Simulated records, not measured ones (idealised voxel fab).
process module | voxel lift off
cross-section cut | 165 nm wide | cells 5 nm
A cross-section is a grid of square cells, given in bands from the top down. A band is one or more rows of cells.
Each band's line starts with the height of the band's top and of its bottom, in nm. Then come its materials from left to right, each with its width in nm. One material with "throughout" fills the band from edge to edge. "air" is empty space.
Height 0 is the level under which the wafer as received is all one material. The lowest band goes on downwards, as in "0 down".
A width such as "30 to 40" changes by the same amount from each row of cells to the next, from the band's top row to its bottom row.
"no change" after a step means that no cell of the cross-section changed.
closed voids: empty space of 8 cells or more with no open way to the top, each as width x height at its distance from the left edge, in nm
after a step's settings: what the simulator itself notes on the step
overlay nm, on a step with a mask: how far to the right of its planned place the mask lay; to the left if negative
plan
1 op RECEIVE | material Si
2 op CONFORMAL_DEP | material Al2O3 | thk nm 5
3 op PATTERN | tone open | mask id LINES | material resist | width nm 30 | pitch nm 45 | thk nm 15 | overlay nm 0
4 op DIRECTIONAL_DEP | material Ru | thk nm 5
5 op STRIP | etch materials resist
6 op CONFORMAL_DEP | material SiN | thk nm 5
first wafer, as planned
as received, after step 1
  0 down: Si throughout
  closed voids: none
after step 2
  5 to 0: Al2O3 throughout
  below 0: unchanged
after step 3
  20 to 5: resist 20 | air 30 | resist 15 | air 30 | resist 15 | air 30 | resist 25
  below 5: unchanged
after step 4
  25 to 20: Ru 20 | air 30 | Ru 15 | air 30 | Ru 15 | air 30 | Ru 25
  20 to 10: resist 20 | air 30 | resist 15 | air 30 | resist 15 | air 30 | resist 25
  10 to 5: resist 20 | Ru 30 | resist 15 | Ru 30 | resist 15 | Ru 30 | resist 25
  below 5: unchanged
after step 5
  10 to 5: air 20 | Ru 30 | air 15 | Ru 30 | air 15 | Ru 30 | air 25
  below 5: unchanged
after step 6
  15 to 10: air 15 | SiN 40 | air 5 | SiN 40 | air 5 | SiN 40 | air 20
  10 to 5: SiN 20 | Ru 30 | SiN 15 | Ru 30 | SiN 15 | Ru 30 | SiN 25
  below 5: unchanged
second wafer: like start, like plan, one mistake. Through step 2 it matches the first wafer
when step 3 should have ended
  20 to 5: air 20 | resist 30 | air 15 | resist 30 | air 15 | resist 30 | air 25
  below 5: unchanged
when step 4 should have ended
  25 to 20: air 20 | Ru 30 | air 15 | Ru 30 | air 15 | Ru 30 | air 25
  20 to 10: air 20 | resist 30 | air 15 | resist 30 | air 15 | resist 30 | air 25
  10 to 5: Ru 20 | resist 30 | Ru 15 | resist 30 | Ru 15 | resist 30 | Ru 25
  below 5: unchanged
when step 5 should have ended
  10 to 5: Ru 20 | air 30 | Ru 15 | air 30 | Ru 15 | air 30 | Ru 25
  below 5: unchanged
when step 6 should have ended
  15 to 10: SiN 25 | air 20 | SiN 25 | air 20 | SiN 25 | air 20 | SiN 30
  10 to 5: Ru 20 | SiN 30 | Ru 15 | SiN 30 | Ru 15 | SiN 30 | Ru 25
  below 5: unchanged
what went wrong: step 3 ran as: op PATTERN | tone cover | mask id LINES | material resist | width nm 30 | pitch nm 45 | thk nm 15 | overlay nm 0
at the end the second wafer has, in cells: 3 fewer of Ru
